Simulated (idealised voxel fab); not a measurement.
You're looking at the process module voxel wiring stack.
Cross-sectional view cut (width: 230 nm; square cell size: 5 nm).
Just so we're on the same page, the cross-sections are grids of square cells, and they're listed out in bands top to bottom, each band one or more rows deep.
Heads up on the band format: heights come first, top then bottom, in nm. After that it's the materials left to right, each with its width in nm. A single material flagged "all across" fills the whole band edge to edge, and "air" means there's empty space there.
The reference from which all heights are counted is 0, the level beneath which the as-received wafer is entirely one material; the lowest band, having no lower bound, proceeds downward and is written after the example "0 down".
The expression "30..40" gives the width at the extremes of the band, the first number at its top row of cells and the second at its bottom row, with the width changing by equal amounts from each row to the next in between.
The cross-section has no changed cell in any step marked "identical to before".
"Closed void inventory" specifies each empty space that is not open to the top and that occupies no fewer than 8 cells, using the form width x height at distance, the distance measured from the left edge and all three quantities in nm.
If you see something after the settings on a step's line, that's the simulator's own remark about that step.
The "overlay nm" setting may appear on a step's line; for a step that uses a mask, it gives how far to the right of its planned position the mask lay, and a negative value indicates the left.
[So here's the lineup of process steps we planned]
1: RECEIVE (material Si)
2: CONFORMAL_DEP (material SiO2; thk nm 10)
3: DIRECTIONAL_DEP (material TiN; thk nm 5)
4: DIRECTIONAL_DEP (material W; thk nm 20)
5: PATTERN (tone cover; mask id METAL_1; material resist; width nm 25; pitch nm 40; thk nm 20; overlay nm 0)
6: DIRECTIONAL_ETCH (etch materials W; depth nm 20)
7: DIRECTIONAL_ETCH (etch materials TiN; depth nm 5)
8: STRIP (etch materials resist)
9: CONFORMAL_DEP (material SiN; thk nm 5)
10: FILL_DEP (material SiO2; thk nm 10)
11: CMP (height nm 35)
12: CONFORMAL_DEP (material SiCN; thk nm 5)
13: DIRECTIONAL_DEP (material lowk; thk nm 15)
14: MASKED_ETCH (tone open; mask id PLUG_1; width nm 15; pitch nm 80; etch materials lowk; depth nm 15; overlay nm 0)
15: MASKED_ETCH (tone open; mask id PLUG_1; width nm 15; pitch nm 80; etch materials SiCN; depth nm 5; overlay nm 0)
16: EPI (material Ru; thk nm 10)
17: EPI (material Ru; thk nm 10)
18: DIRECTIONAL_DEP (material TiN; thk nm 5)
19: DIRECTIONAL_DEP (material Ru; thk nm 15)
20: DIRECTIONAL_DEP (material aC; thk nm 10)
21: PATTERN (tone cover; mask id METAL_2; material resist; width nm 25; pitch nm 40; thk nm 30; overlay nm 0)
22: DIRECTIONAL_ETCH (etch materials aC; depth nm 10)
23: STRIP (etch materials resist)
24: DIRECTIONAL_ETCH (etch materials Ru; depth nm 15)
25: DIRECTIONAL_ETCH (etch materials TiN; depth nm 5)
26: STRIP (etch materials aC)
27: CONFORMAL_DEP (material SiCN; thk nm 5)
28: FILL_DEP (material lowk; thk nm 5)
29: CMP (height nm 75)
30: CONFORMAL_DEP (material SiCN; thk nm 5)
31: DIRECTIONAL_DEP (material SiO2; thk nm 35)
32: MASKED_ETCH (tone open; mask id METAL_3_HOLES; width nm 15; pitch nm 40; etch materials SiO2; depth nm 35; overlay nm 0)
33: DIRECTIONAL_DEP (material aC; thk nm 15)
34: PATTERN (tone open; mask id METAL_3; material resist; width nm 25; pitch nm 40; thk nm 30; overlay nm 0)
35: DIRECTIONAL_ETCH (etch materials aC; depth nm 15)
36: STRIP (etch materials resist)
37: DIRECTIONAL_ETCH (etch materials SiO2; depth nm 20)
38: DIRECTIONAL_ETCH (etch materials SiCN; depth nm 5)
39: STRIP (etch materials aC)
40: CONFORMAL_DEP (material TiN; thk nm 5)
41: FILL_DEP (material Cu; thk nm 10)
42: CMP (height nm 115)
43: CONFORMAL_DEP (material SiCN; thk nm 5)
44: DIRECTIONAL_DEP (material lowk; thk nm 25)
45: DIRECTIONAL_DEP (material aC; thk nm 15)
46: PATTERN (tone open; mask id METAL_4_HOLES; material resist; width nm 15; pitch nm 40; thk nm 35; overlay nm 0)
47: DIRECTIONAL_ETCH (etch materials aC; depth nm 15)
48: STRIP (etch materials resist)
49: DIRECTIONAL_ETCH (etch materials lowk; depth nm 25)
50: STRIP (etch materials aC)
51: MASKED_ETCH (tone open; mask id METAL_4; width nm 25; pitch nm 40; etch materials lowk; depth nm 15; overlay nm 0)
52: MASKED_ETCH (tone open; mask id METAL_4; width nm 25; pitch nm 40; etch materials SiCN; depth nm 5; overlay nm 0)
53: CONFORMAL_DEP (material TiN; thk nm 5)
54: FILL_DEP (material Ru; thk nm 10)
55: CMP (height nm 145)
56: CONFORMAL_DEP (material SiCN; thk nm 5)
[Incoming wafer, cross-sectional view, post step 1]
0 down  Si all across
Closed void inventory: none
[a wafer at the end: this start, this plan, one mistake]
150 to 145  SiCN all across
145 to 135  lowk (60) | TiN (5) | Ru (15) | TiN (5) | lowk (15) | TiN (5) | Ru (15) | TiN (5) | lowk (15) | TiN (5) | Ru (15) | TiN (5) | lowk (65)
135 to 130  lowk (60) | TiN (5) | Ru (5) | TiN (15) | lowk (15) | TiN (5) | Ru (5) | TiN (15) | lowk (15) | TiN (5) | Ru (5) | TiN (15) | lowk (65)
130 to 120  lowk (60) | TiN (5) | Ru (5) | TiN (5) | lowk (25) | TiN (5) | Ru (5) | TiN (5) | lowk (25) | TiN (5) | Ru (5) | TiN (5) | lowk (75)
120 to 115  SiCN (60) | TiN (15) | SiCN (25) | TiN (15) | SiCN (25) | TiN (15) | SiCN (75)
115 to 100  SiO2 (55) | TiN (5) | Cu (20) | TiN (5) | SiO2 (10) | TiN (5) | Cu (20) | TiN (5) | SiO2 (10) | TiN (5) | Cu (20) | TiN (5) | SiO2 (65)
100 to 95  SiO2 (55) | TiN (5) | Cu (15) | TiN (10) | SiO2 (10) | TiN (5) | Cu (15) | TiN (10) | SiO2 (10) | TiN (5) | Cu (15) | TiN (10) | SiO2 (65)
95 to 85  SiO2 (55) | TiN (5) | Cu (15) | TiN (5) | SiO2 (15) | TiN (5) | Cu (15) | TiN (5) | SiO2 (15) | TiN (5) | Cu (15) | TiN (5) | SiO2 (70)
85 to 80  SiO2 (55) | TiN (10) | Cu (10) | TiN (5) | SiO2 (15) | TiN (10) | Cu (10) | TiN (5) | SiO2 (15) | TiN (10) | Cu (10) | TiN (5) | SiO2 (70)
80 to 75  SiCN (60) | TiN (20) | SiCN (20) | TiN (20) | SiCN (20) | TiN (20) | SiCN (70)
75 to 60  lowk (55) | SiCN (5) | Ru (25) | SiCN (5) | lowk (5) | SiCN (5) | Ru (25) | SiCN (5) | lowk (5) | SiCN (5) | Ru (25) | SiCN (5) | lowk (60)
60 to 55  SiCN (60) | TiN (25) | SiCN (15) | TiN (25) | SiCN (15) | TiN (25) | SiCN (65)
55 to 40  lowk (60) | Ru (15) | lowk (65) | Ru (15) | lowk (75)
40 to 35  SiCN (60) | Ru (15) | SiCN (65) | Ru (15) | SiCN (75)
35 to 15  SiO2 (55) | SiN (5) | W (25) | SiN (5) | SiO2 (5) | SiN (5) | W (25) | SiN (5) | SiO2 (5) | SiN (5) | W (25) | SiN (5) | SiO2 (60)
15 to 10  SiN (60) | TiN (25) | SiN (15) | TiN (25) | SiN (15) | TiN (25) | SiN (65)
10 to 0  SiO2 all across
0 down  Si all across
Closed void inventory: none
Deviation noted in wafer processing: planned and actual differ for step 32; actual: MASKED_ETCH (tone open; mask id METAL_3_HOLES; width nm 25; pitch nm 40; etch materials SiO2; depth nm 35; overlay nm 0)
